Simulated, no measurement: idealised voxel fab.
process module | voxel transistor to metal
cross-section cut | 195 nm wide | cells 5 nm
A cross-section is a grid of square cells, given in bands from the top down. A band is one or more rows of cells.
Each band's line starts with the height of the band's top and of its bottom, in nm. Then come its materials from left to right, each with its width in nm. One material with "throughout" fills the band from edge to edge. "air" is empty space.
Height 0 is the level under which the wafer as received is all one material. The lowest band goes on downwards, as in "0 down".
A width such as "30 to 40" changes by the same amount from each row of cells to the next, from the band's top row to its bottom row.
"no change" after a step means that no cell of the cross-section changed.
closed voids: empty space of 8 cells or more with no open way to the top, each as width x height at its distance from the left edge, in nm
after a step's settings: what the simulator itself notes on the step
overlay nm, on a step with a mask: how far to the right of its planned place the mask lay; to the left if negative
plan
1 op RECEIVE | material Si
2 op OXIDIZE | depth nm 5
3 op CONFORMAL_DEP | material SiN | thk nm 15
4 op MASKED_ETCH | tone cover | mask id ACTIVE | width nm 100 | etch materials SiN | depth nm 15 | overlay nm 0
5 op MASKED_ETCH | tone cover | mask id ACTIVE | width nm 100 | etch materials SiO2 | depth nm 5 | overlay nm 0
6 op MASKED_ETCH | tone cover | mask id ACTIVE | width nm 100 | etch materials Si | depth nm 35 | overlay nm 0
7 op OXIDIZE | depth nm 5
8 op FILL_DEP | material SiO2 | thk nm 10
9 op CMP | height nm 15
10 op SELECTIVE_ETCH | etch materials SiO2 | depth nm 5
11 op STRIP | etch materials SiN
12 op SELECTIVE_ETCH | etch materials SiO2 | depth nm 5
13 op OXIDIZE | depth nm 5
14 op DIRECTIONAL_DEP | material polySi | thk nm 20
15 op DIRECTIONAL_DEP | material SiCN | thk nm 15
16 op PATTERN | tone cover | mask id GATE | material resist | width nm 20 | thk nm 20 | overlay nm 0
17 op DIRECTIONAL_ETCH | etch materials SiCN | depth nm 25
18 op DIRECTIONAL_ETCH | etch materials polySi | depth nm 30
19 op STRIP | etch materials resist
20 op CONFORMAL_DEP | material SiO2 | thk nm 5
21 op DIRECTIONAL_ETCH | etch materials SiO2 | depth nm 5
22 op CONFORMAL_DEP | material SiN | thk nm 10
23 op DIRECTIONAL_ETCH | etch materials SiN | depth nm 10
24 op DIRECTIONAL_ETCH | etch materials SiO2 | depth nm 5
25 op EPI | material nSi | thk nm 5
26 op FILL_DEP | material SiO2 | thk nm 5
27 op CMP | height nm 30
28 op DIRECTIONAL_DEP | material SiO2 | thk nm 15
29 op MASKED_ETCH | tone open | mask id CONTACT | width nm 25 | pitch nm 55 | etch materials SiO2 | depth nm 50 | overlay nm 0
30 op CONFORMAL_DEP | material TiN | thk nm 5
31 op FILL_DEP | material W | thk nm 5
32 op CMP | height nm 45
33 op DIRECTIONAL_DEP | material TiN | thk nm 5
34 op DIRECTIONAL_DEP | material Ru | thk nm 15
35 op DIRECTIONAL_DEP | material aC | thk nm 10
36 op PATTERN | tone cover | mask id METAL_1 | material resist | width nm 15 | pitch nm 65 | thk nm 30 | overlay nm 0
37 op DIRECTIONAL_ETCH | etch materials aC | depth nm 10
38 op STRIP | etch materials resist
39 op DIRECTIONAL_ETCH | etch materials Ru | depth nm 15
40 op DIRECTIONAL_ETCH | etch materials TiN | depth nm 5
41 op STRIP | etch materials aC
42 op CONFORMAL_DEP | material SiCN | thk nm 5
43 op FILL_DEP | material lowk | thk nm 5
44 op CMP | height nm 65
45 op CONFORMAL_DEP | material SiN | thk nm 5
as received, after step 1
  0 down: Si throughout
  closed voids: none
first wafer at the end, as planned
  70 to 65: SiN throughout
  65 to 50: lowk 50 | SiCN 5 | Ru 15 | SiCN 5 | lowk 40 | SiCN 5 | Ru 15 | SiCN 5 | lowk 55
  50 to 45: SiCN 55 | TiN 15 | SiCN 50 | TiN 15 | SiCN 60
  45 to 35: SiO2 55 | TiN 5 | W 15 | TiN 5 | SiO2 30 | TiN 5 | W 15 | TiN 5 | SiO2 60
  35 to 30: SiO2 55 | TiN 5 | W 5 | TiN 15 | SiO2 30 | TiN 15 | W 5 | TiN 5 | SiO2 60
  30 to 15: SiO2 55 | TiN 5 | W 5 | TiN 5 | SiN 10 | SiO2 5 | SiCN 20 | SiO2 5 | SiN 10 | TiN 5 | W 5 | TiN 5 | SiO2 60
  15 to 5: SiO2 55 | TiN 5 | W 5 | TiN 5 | SiN 10 | SiO2 5 | polySi 20 | SiO2 5 | SiN 10 | TiN 5 | W 5 | TiN 5 | SiO2 60
  5 to 0: SiO2 45 | SiN 10 | TiN 5 | W 5 | TiN 5 | SiN 10 | SiO2 5 | polySi 20 | SiO2 5 | SiN 10 | TiN 5 | W 5 | TiN 5 | SiN 10 | SiO2 50
  0 to -5: SiO2 45 | SiN 10 | TiN 15 | SiN 10 | SiO2 5 | polySi 20 | SiO2 5 | SiN 10 | TiN 15 | SiN 10 | SiO2 50
  -5 to -10: SiO2 55 | nSi 15 | SiO2 50 | nSi 15 | SiO2 60
  -10 to -45: SiO2 50 | Si 90 | SiO2 55
  -45 down: Si throughout
  closed voids: none
second wafer at the end: like start, like plan, one mistake
  70 to 65: SiN throughout
  65 to 50: lowk 50 | SiCN 5 | Ru 15 | SiCN 5 | lowk 40 | SiCN 5 | Ru 15 | SiCN 5 | lowk 55
  50 to 45: SiCN 55 | TiN 15 | SiCN 50 | TiN 15 | SiCN 60
  45 to 35: SiO2 55 | TiN 5 | W 15 | TiN 5 | SiO2 30 | TiN 5 | W 15 | TiN 5 | SiO2 60
  35 to 30: SiO2 55 | TiN 5 | W 10 | TiN 10 | SiO2 30 | TiN 10 | W 10 | TiN 5 | SiO2 60
  30 to 15: SiO2 55 | TiN 5 | W 10 | TiN 5 | SiN 10 | SiCN 20 | SiN 10 | TiN 5 | W 10 | TiN 5 | SiO2 60
  15 to 0: SiO2 55 | TiN 5 | W 10 | TiN 5 | SiN 10 | polySi 20 | SiN 10 | TiN 5 | W 10 | TiN 5 | SiO2 60
  0 to -5: SiO2 40 | SiN 10 | SiO2 5 | TiN 20 | SiN 10 | polySi 20 | SiN 10 | TiN 20 | SiO2 5 | SiN 10 | SiO2 45
  -5 to -10: SiO2 40 | SiN 10 | nSi 25 | SiN 10 | SiO2 20 | SiN 10 | nSi 25 | SiN 10 | SiO2 45
  -10 to -45: SiO2 50 | Si 90 | SiO2 55
  -45 down: Si throughout
  closed voids: none
what went wrong: step 20 was left out
at the end the second wafer has, in cells: 4 more of SiN | 22 fewer of SiO2 | 14 more of W | 4 more of nSi
